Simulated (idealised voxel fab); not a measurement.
The process module presented herein is designated voxel transistor to metal.
Xsec cut, 205 nm wide, square cell size 5 nm.
Cross-sections here: square-cell grids, written as top-down lists of bands, a band being one or more rows of cells.
The entry gives the band's vertical extent as a top height and a bottom height in nm, then its horizontal make-up as materials from left to right, each with a width in nm. "empty" stands for empty space; a single material marked "throughout" fills the band edge to edge.
All heights in this document are referenced to 0, defined as the level beneath which the wafer, as received, consists entirely of one material. The lowest band is not bounded below; it extends indefinitely downward and is written in the form "0 -> down".
The notation "30->40" denotes a width that varies across the rows of cells in the band, beginning at the first number in the top row, finishing at the second number in the bottom row, and changing by an identical amount from each row to the next.
What does "nothing got changed" mean for a step? It means no cell of the cross-section changed in that step.
"Listed closed voids": sealed empty spaces, 8 cells or more, no open way to top, listed width x height at distance, with distance from the left edge and width, height and distance in nm.
On a step's line, text after the settings is the simulator commenting on that step.
overlay nm, on a step with a mask: how far to the right of its planned place the mask lay; to the left if negative
[So here's the lineup of process steps we planned]
step 1: RECEIVE (material Si)
step 2: OXIDIZE (depth nm 5)
step 3: CONFORMAL_DEP (material SiN; thk nm 15)
step 4: PATTERN (tone cover; mask id ACTIVE; material resist; width nm 100; thk nm 15; overlay nm 0)
step 5: DIRECTIONAL_ETCH (etch materials SiN; depth nm 15)
step 6: DIRECTIONAL_ETCH (etch materials SiO2; depth nm 5)
step 7: DIRECTIONAL_ETCH (etch materials Si; depth nm 30)
step 8: STRIP (etch materials resist)
step 9: OXIDIZE (depth nm 5)
step 10: FILL_DEP (material SiO2; thk nm 10)
step 11: CMP (height nm 15)
step 12: SELECTIVE_ETCH (etch materials SiO2; depth nm 5)
step 13: STRIP (etch materials SiN)
step 14: SELECTIVE_ETCH (etch materials SiO2; depth nm 5)
step 15: OXIDIZE (depth nm 5)
step 16: DIRECTIONAL_DEP (material polySi; thk nm 30)
step 17: DIRECTIONAL_DEP (material SiCN; thk nm 15)
step 18: MASKED_ETCH (tone cover; mask id GATE; width nm 20; etch materials SiCN; depth nm 25; overlay nm 0)
step 19: MASKED_ETCH (tone cover; mask id GATE; width nm 20; etch materials polySi; depth nm 40; overlay nm 0)
step 20: CONFORMAL_DEP (material SiN; thk nm 10)
step 21: DIRECTIONAL_ETCH (etch materials SiN; depth nm 10)
step 22: DIRECTIONAL_ETCH (etch materials SiO2; depth nm 5)
step 23: DIRECTIONAL_ETCH (etch materials Si; depth nm 10)
step 24: EPI (material SiGe; thk nm 15)
step 25: FILL_DEP (material SiO2; thk nm 10)
step 26: CMP (height nm 40)
step 27: DIRECTIONAL_DEP (material SiO2; thk nm 10)
step 28: PATTERN (tone open; mask id CONTACT; material resist; width nm 20; pitch nm 70; thk nm 15; overlay nm 0)
step 29: DIRECTIONAL_ETCH (etch materials SiO2; depth nm 55)
step 30: STRIP (etch materials resist)
step 31: CONFORMAL_DEP (material TiN; thk nm 5)
step 32: FILL_DEP (material W; thk nm 10)
step 33: CMP (height nm 50)
step 34: DIRECTIONAL_DEP (material TiN; thk nm 5)
step 35: DIRECTIONAL_DEP (material Ru; thk nm 25)
step 36: MASKED_ETCH (tone cover; mask id METAL_1; width nm 20; pitch nm 70; etch materials Ru; depth nm 25; overlay nm 0)
step 37: MASKED_ETCH (tone cover; mask id METAL_1; width nm 20; pitch nm 70; etch materials TiN; depth nm 5; overlay nm 0)
step 38: FILL_DEP (material SiO2; thk nm 5)
step 39: CMP (height nm 80)
step 40: CONFORMAL_DEP (material SiN; thk nm 5)
[Here's what the wafer looked like in cross-section when it arrived - that's after step 1]
	0 -> down  Si throughout
	Listed closed voids: none
[Cross-sectional view of the first of the two wafers upon completion of the module, processed in accordance with the plan]
	85 -> 80  SiN throughout
	80 -> 55  55 of SiO2  20 of Ru  50 of SiO2  20 of Ru  60 of SiO2
	55 -> 50  55 of SiO2  20 of TiN  50 of SiO2  20 of TiN  60 of SiO2
	50 -> 40  55 of SiO2  5 of TiN  10 of W  5 of TiN  50 of SiO2  5 of TiN  10 of W  5 of TiN  60 of SiO2
	40 -> 25  55 of SiO2  5 of TiN  10 of W  5 of TiN  5 of SiO2  10 of SiN  20 of SiCN  10 of SiN  5 of SiO2  5 of TiN  10 of W  5 of TiN  60 of SiO2
	25 -> 10  55 of SiO2  5 of TiN  10 of W  5 of TiN  5 of SiO2  10 of SiN  20 of polySi  10 of SiN  5 of SiO2  5 of TiN  10 of W  5 of TiN  60 of SiO2
	10 -> 5  55 of SiO2  20 of TiN  5 of SiO2  10 of SiN  20 of polySi  10 of SiN  5 of SiO2  20 of TiN  60 of SiO2
	5 -> -5  45 of SiO2  10 of SiN  10 of TiN  15 of SiGe  10 of SiN  20 of polySi  10 of SiN  15 of SiGe  10 of TiN  10 of SiN  50 of SiO2
	-5 -> -10  55 of SiO2  25 of SiGe  40 of SiO2  25 of SiGe  60 of SiO2
	-10 -> -20  55 of SiO2  25 of SiGe  40 of Si  25 of SiGe  60 of SiO2
	-20 -> -40  55 of SiO2  90 of Si  60 of SiO2
	-40 -> down  Si throughout
	Listed closed voids: none
[Presented here is a cross-section of the second of the two wafers as it stood at the end of the module. It was started in the same manner and assigned the same plan as the first wafer; however, one mistake was made in its execution]
	85 -> 80  SiN throughout
	80 -> 55  55 of SiO2  20 of Ru  50 of SiO2  20 of Ru  60 of SiO2
	55 -> 50  55 of SiO2  20 of TiN  50 of SiO2  20 of TiN  60 of SiO2
	50 -> 40  55 of SiO2  5 of polySi  10 of W  5 of polySi  50 of SiO2  5 of polySi  10 of W  5 of polySi  60 of SiO2
	40 -> 25  55 of SiO2  5 of polySi  10 of W  5 of polySi  5 of SiO2  10 of SiN  20 of SiCN  10 of SiN  5 of SiO2  5 of polySi  10 of W  5 of polySi  60 of SiO2
	25 -> 10  55 of SiO2  5 of polySi  10 of W  5 of polySi  5 of SiO2  10 of SiN  20 of polySi  10 of SiN  5 of SiO2  5 of polySi  10 of W  5 of polySi  60 of SiO2
	10 -> 5  55 of SiO2  20 of polySi  5 of SiO2  10 of SiN  20 of polySi  10 of SiN  5 of SiO2  20 of polySi  60 of SiO2
	5 -> -5  45 of SiO2  10 of SiN  10 of polySi  15 of SiGe  10 of SiN  20 of polySi  10 of SiN  15 of SiGe  10 of polySi  10 of SiN  50 of SiO2
	-5 -> -10  55 of SiO2  25 of SiGe  40 of SiO2  25 of SiGe  60 of SiO2
	-10 -> -20  55 of SiO2  25 of SiGe  40 of Si  25 of SiGe  60 of SiO2
	-20 -> -40  55 of SiO2  90 of Si  60 of SiO2
	-40 -> down  Si throughout
	Listed closed voids: none
Misprocessing identified: contrary to plan, step 31 was performed as CONFORMAL_DEP (material polySi; thk nm 5)
Final cells, second wafer relative to first, materials higher or lower: TiN: 48 fewer, polySi: 48 more
